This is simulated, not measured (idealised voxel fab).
The name of this process module is voxel air gaps.
The cross-section shown here is cut; it is 280 nm wide and divided into square cells measuring 5 nm on a side.
Just so we're on the same page, the cross-sections are grids of square cells, and they're listed out in bands top to bottom, each band one or more rows deep. Look at the band entry: it leads with the top's height and the bottom's height in nm. Then it lists the materials left to right, with a width in nm for each. The word "everywhere" on a single material says that material fills the band edge to edge. The word "blank" is empty space. Height datum 0, below which the as-received substrate wafer is one material. Lowest band open at the bottom, running downward: "0 nm and below". Read "30->40" as a graded width: first number on top, second number at the bottom, same change between each pair of neighbouring rows. Given "no alterations made" for a step, no cell of the cross-section differs between before and after that step. "Internal closed voids" means: voids of 8 cells or more that are shut off from the top with no open way through. Written width x height at distance, distance from the left edge, in nm. Post-settings text on a step line: simulator's own remark regarding the step. "overlay nm" denotes, for a step that has a mask, the displacement of the mask to the right of its planned place, with negative values corresponding to the left.
Planned step list for the process:
- 1: RECEIVE: material Si
- 2: CONFORMAL_DEP: material SiO2, thk nm 10
- 3: CONFORMAL_DEP: material SiN, thk nm 5
- 4: DIRECTIONAL_DEP: material lowk, thk nm 40
- 5: PATTERN: tone open, mask id LINES, material resist, width nm 20, pitch nm 45, thk nm 15, overlay nm 0
- 6: DIRECTIONAL_ETCH: etch materials lowk, depth nm 40
- 7: STRIP: etch materials resist
- 8: CONFORMAL_DEP: material TiN, thk nm 5
- 9: FILL_DEP: material Ru, thk nm 10
- 10: CMP: height nm 55
- 11: EPI: material Ru, thk nm 10
- 12: SELECTIVE_ETCH: etch materials lowk, depth nm 50
- 13: CONFORMAL_DEP: material SiCN, thk nm 5
Cross-section of the wafer upon arrival, representing the state reached after step 1:
  0 nm and below  Si everywhere
  Internal closed voids: none
Wafer cross-section at end of module: start and plan as shown above, one execution error:
  85 nm to 80 nm  SiCN everywhere
  80 nm to 60 nm  Ru everywhere
  60 nm to 55 nm  TiN (65) / Ru (10) / TiN (35) / Ru (10) / TiN (35) / Ru (10) / TiN (35) / Ru (10) / TiN (70)
  55 nm to 20 nm  lowk (60) / TiN (5) / Ru (10) / TiN (5) / lowk (25) / TiN (5) / Ru (10) / TiN (5) / lowk (25) / TiN (5) / Ru (10) / TiN (5) / lowk (25) / TiN (5) / Ru (10) / TiN (5) / lowk (65)
  20 nm to 15 nm  lowk (60) / TiN (20) / lowk (25) / TiN (20) / lowk (25) / TiN (20) / lowk (25) / TiN (20) / lowk (65)
  15 nm to 10 nm  SiN everywhere
  10 nm to 0 nm  SiO2 everywhere
  0 nm and below  Si everywhere
  Internal closed voids: none
What went wrong in running the wafer? plan step 10 was not performed, having been skipped
